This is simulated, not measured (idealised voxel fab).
Proc. module: voxel air gaps
Square cell edge 5 nm, section width 280 nm, ID cut.
Cross-section spec: square-cell grid; bands listed top down; each band is one or more rows.
Read a band's entry like this: the first values are the height of its top and the height of its bottom in nm, and what follows is the sequence of materials from left to right, each with its width in nm. Note that "empty" is empty space, and that a single material marked "everywhere" reaches across the band from edge to edge.
Basically, 0 is our baseline, since under it the wafer straight out of the box is all one material. The bottom band has no lower end and keeps on going down, so it looks like "top 0, no bottom".
Note: "30 to 40" means the width goes from the first number (top row of the band) to the second number (bottom row) in equal steps per row of cells.
Take "nothing altered" at face value: in the step it is given for, the cross-section changed in none of its cells.
"Fully enclosed voids" means: voids of 8 cells or more that are shut off from the top with no open way through. Written width x height at distance, distance from the left edge, in nm.
On a step's line, text after the settings is the simulator commenting on that step.
overlay nm: for a step with a mask, the amount by which the mask lay right of where it was planned; a negative amount means left of it.
## The steps planned for the process are as follows
1) RECEIVE with material Si
2) CONFORMAL_DEP with material SiO2, thk nm 10
3) CONFORMAL_DEP with material SiCN, thk nm 5
4) DIRECTIONAL_DEP with material lowk, thk nm 30
5) PATTERN with tone open, mask id LINES, material resist, width nm 20, pitch nm 45, thk nm 15, overlay nm 0
6) DIRECTIONAL_ETCH with etch materials lowk, depth nm 30
7) STRIP with etch materials resist
8) CONFORMAL_DEP with material TiN, thk nm 5
9) FILL_DEP with material Cu, thk nm 5
10) CMP with height nm 45
11) EPI with material Ru, thk nm 10
12) SELECTIVE_ETCH with etch materials lowk, depth nm 40
13) CONFORMAL_DEP with material SiCN, thk nm 5
## First of two wafers: run as planned
## Shown in cross-section is the wafer as received, that is, as it stands after step 1
	top 0, no bottom | Si everywhere
	Fully enclosed voids: none
## Take a look at the wafer's cross-section after step 2
	top 10, bottom 0 | SiO2 everywhere
	Everything under 0 stays put, no change at all.
## Take a look at the wafer's cross-section after step 3
	top 15, bottom 10 | SiCN everywhere
	Everything under 10 stays put, no change at all.
## Take a look at the wafer's cross-section after step 4
	top 45, bottom 15 | lowk everywhere
	Everything under 15 stays put, no change at all.
## Take a look at the wafer's cross-section after step 5
	top 60, bottom 45 | resist=60, empty=20, resist=25, empty=20, resist=25, empty=20, resist=25, empty=20, resist=65
	Everything under 45 stays put, no change at all.
## Take a look at the wafer's cross-section after step 6
	top 60, bottom 45 | resist=60, empty=20, resist=25, empty=20, resist=25, empty=20, resist=25, empty=20, resist=65
	top 45, bottom 15 | lowk=60, empty=20, lowk=25, empty=20, lowk=25, empty=20, lowk=25, empty=20, lowk=65
	Everything under 15 stays put, no change at all.
## Take a look at the wafer's cross-section after step 7
	top 45, bottom 15 | lowk=60, empty=20, lowk=25, empty=20, lowk=25, empty=20, lowk=25, empty=20, lowk=65
	Everything under 15 stays put, no change at all.
## Take a look at the wafer's cross-section after step 8
	top 50, bottom 45 | TiN=65, empty=10, TiN=35, empty=10, TiN=35, empty=10, TiN=35, empty=10, TiN=70
	top 45, bottom 20 | lowk=60, TiN=5, empty=10, TiN=5, lowk=25, TiN=5, empty=10, TiN=5, lowk=25, TiN=5, empty=10, TiN=5, lowk=25, TiN=5, empty=10, TiN=5, lowk=65
	top 20, bottom 15 | lowk=60, TiN=20, lowk=25, TiN=20, lowk=25, TiN=20, lowk=25, TiN=20, lowk=65
	Everything under 15 stays put, no change at all.
## Take a look at the wafer's cross-section after step 9
	top 55, bottom 50 | Cu everywhere
	top 50, bottom 45 | TiN=65, Cu=10, TiN=35, Cu=10, TiN=35, Cu=10, TiN=35, Cu=10, TiN=70
	top 45, bottom 20 | lowk=60, TiN=5, Cu=10, TiN=5, lowk=25, TiN=5, Cu=10, TiN=5, lowk=25, TiN=5, Cu=10, TiN=5, lowk=25, TiN=5, Cu=10, TiN=5, lowk=65
	Everything under 20 stays put, no change at all.
## Take a look at the wafer's cross-section after step 10
	top 45, bottom 20 | lowk=60, TiN=5, Cu=10, TiN=5, lowk=25, TiN=5, Cu=10, TiN=5, lowk=25, TiN=5, Cu=10, TiN=5, lowk=25, TiN=5, Cu=10, TiN=5, lowk=65
	Everything under 20 stays put, no change at all.
## Take a look at the wafer's cross-section after step 11
	top 55, bottom 45 | empty=50, Ru=40, empty=5, Ru=40, empty=5, Ru=40, empty=5, Ru=40, empty=55
	Everything under 45 stays put, no change at all.
## Take a look at the wafer's cross-section after step 12
	top 55, bottom 45 | empty=50, Ru=40, empty=5, Ru=40, empty=5, Ru=40, empty=5, Ru=40, empty=55
	top 45, bottom 20 | empty=60, TiN=5, Cu=10, TiN=5, empty=25, TiN=5, Cu=10, TiN=5, empty=25, TiN=5, Cu=10, TiN=5, empty=25, TiN=5, Cu=10, TiN=5, empty=65
	top 20, bottom 15 | empty=60, TiN=20, empty=25, TiN=20, empty=25, TiN=20, empty=25, TiN=20, empty=65
	Everything under 15 stays put, no change at all.
## Take a look at the wafer's cross-section after step 13
	top 60, bottom 55 | empty=45, SiCN=185, empty=50
	top 55, bottom 45 | empty=45, SiCN=5, Ru=40, SiCN=5, Ru=40, SiCN=5, Ru=40, SiCN=5, Ru=40, SiCN=5, empty=50
	top 45, bottom 40 | empty=45, SiCN=15, TiN=5, Cu=10, TiN=5, SiCN=25, TiN=5, Cu=10, TiN=5, SiCN=25, TiN=5, Cu=10, TiN=5, SiCN=25, TiN=5, Cu=10, TiN=5, SiCN=15, empty=50
	top 40, bottom 20 | empty=55, SiCN=5, TiN=5, Cu=10, TiN=5, SiCN=5, empty=15, SiCN=5, TiN=5, Cu=10, TiN=5, SiCN=5, empty=15, SiCN=5, TiN=5, Cu=10, TiN=5, SiCN=5, empty=15, SiCN=5, TiN=5, Cu=10, TiN=5, SiCN=5, empty=60
	top 20, bottom 15 | SiCN=60, TiN=20, SiCN=25, TiN=20, SiCN=25, TiN=20, SiCN=25, TiN=20, SiCN=65
	Everything under 15 stays put, no change at all.
	Fully enclosed voids: 15 x 20 at 85; 15 x 20 at 130; 15 x 20 at 175
## Second wafer: same start and same plan as the first, one execution error; identical to the first through step 10
## Second wafer profile in section, at the moment step 11 of the plan was meant to be complete
	top 50, bottom 45 | empty=55, Ru=30, empty=15, Ru=30, empty=15, Ru=30, empty=15, Ru=30, empty=60
	Everything under 45 stays put, no change at all.
## Second wafer profile in section, at the moment step 12 of the plan was meant to be complete
	top 50, bottom 45 | empty=55, Ru=30, empty=15, Ru=30, empty=15, Ru=30, empty=15, Ru=30, empty=60
	top 45, bottom 20 | empty=60, TiN=5, Cu=10, TiN=5, empty=25, TiN=5, Cu=10, TiN=5, empty=25, TiN=5, Cu=10, TiN=5, empty=25, TiN=5, Cu=10, TiN=5, empty=65
	top 20, bottom 15 | empty=60, TiN=20, empty=25, TiN=20, empty=25, TiN=20, empty=25, TiN=20, empty=65
	Everything under 15 stays put, no change at all.
## Second wafer profile in section, at the moment step 13 of the plan was meant to be complete
	top 55, bottom 50 | empty=50, SiCN=40, empty=5, SiCN=40, empty=5, SiCN=40, empty=5, SiCN=40, empty=55
	top 50, bottom 45 | empty=50, SiCN=5, Ru=30, SiCN=5, empty=5, SiCN=5, Ru=30, SiCN=5, empty=5, SiCN=5, Ru=30, SiCN=5, empty=5, SiCN=5, Ru=30, SiCN=5, empty=55
	top 45, bottom 40 | empty=50, SiCN=10, TiN=5, Cu=10, TiN=5, SiCN=10, empty=5, SiCN=10, TiN=5, Cu=10, TiN=5, SiCN=10, empty=5, SiCN=10, TiN=5, Cu=10, TiN=5, SiCN=10, empty=5, SiCN=10, TiN=5, Cu=10, TiN=5, SiCN=10, empty=55
	top 40, bottom 20 | empty=55, SiCN=5, TiN=5, Cu=10, TiN=5, SiCN=5, empty=15, SiCN=5, TiN=5, Cu=10, TiN=5, SiCN=5, empty=15, SiCN=5, TiN=5, Cu=10, TiN=5, SiCN=5, empty=15, SiCN=5, TiN=5, Cu=10, TiN=5, SiCN=5, empty=60
	top 20, bottom 15 | SiCN=60, TiN=20, SiCN=25, TiN=20, SiCN=25, TiN=20, SiCN=25, TiN=20, SiCN=65
	Everything under 15 stays put, no change at all.
Heads up, the wafer didn't run the way we planned it: step 11 deviated from plan and actually ran as EPI with material Ru, thk nm 5
Heads up, by the end the second wafer has more or fewer cells of some materials compared to the first: Ru: 40 fewer, SiCN: 12 fewer
First wafer closed voids (final) = 3; second wafer closed voids (final) = 0.
